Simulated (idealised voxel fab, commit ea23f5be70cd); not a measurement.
process module | voxel spacer lines
cross-section cut | 195 nm wide | cells 5 nm
A cross-section is a grid of square cells, given in bands from the top down. A band is one or more rows of cells.
Each band's line starts with the height of the band's top and of its bottom, in nm. Then come its materials from left to right, each with its width in nm. One material with "throughout" fills the band from edge to edge. "air" is empty space.
Height 0 is the level under which the wafer as received is all one material. The lowest band goes on downwards, as in "0 down".
A width such as "30 to 40" changes by the same amount from each row of cells to the next, from the band's top row to its bottom row.
"no change" after a step means that no cell of the cross-section changed.
closed voids: empty space of 8 cells or more with no open way to the top, each as width x height at its distance from the left edge, in nm
after a step's settings: what the simulator itself notes on the step
overlay nm, on a step with a mask: how far to the right of its planned place the mask lay; to the left if negative
plan
1 op RECEIVE | material Si
2 op CONFORMAL_DEP | material SiO2 | thk nm 10
3 op DIRECTIONAL_DEP | material polySi | thk nm 10
4 op DIRECTIONAL_DEP | material aC | thk nm 30
5 op PATTERN | tone cover | mask id MANDREL | material resist | width nm 15 | pitch nm 70 | thk nm 35 | overlay nm 0
6 op DIRECTIONAL_ETCH | etch materials aC | depth nm 30
7 op STRIP | etch materials resist
8 op CONFORMAL_DEP | material SiN | thk nm 10
9 op DIRECTIONAL_ETCH | etch materials SiN | depth nm 10
10 op STRIP | etch materials aC
11 op DIRECTIONAL_ETCH | etch materials polySi | depth nm 10
12 op STRIP | etch materials SiN
varied across the wafers: width nm of step 5. The plan shows the first wafer's value. All wafers start alike
first wafer as received, after step 1
  0 down: Si throughout
  closed voids: none
first wafer at the end, after step 12
  20 to 10: air 10 | polySi 10 | air 15 | polySi 10 | air 35 | polySi 10 | air 15 | polySi 10 | air 35 | polySi 10 | air 15 | polySi 10 | air 10
  10 to 0: SiO2 throughout
  0 down: Si throughout
  closed voids: none
last wafer at the end
  20 to 10: air 5 | polySi 10 | air 25 | polySi 10 | air 25 | polySi 10 | air 25 | polySi 10 | air 25 | polySi 10 | air 25 | polySi 10 | air 5
  10 to 0: SiO2 throughout
  0 down: Si throughout
  closed voids: none
each wafer at the end: cells of each material gained (+) or lost (-) since it was received, then its closed voids
width nm 15 | +78 SiO2 | +24 polySi | closed voids: none
width nm 20 | +78 SiO2 | +24 polySi | closed voids: none
width nm 25 | +78 SiO2 | +24 polySi | closed voids: none
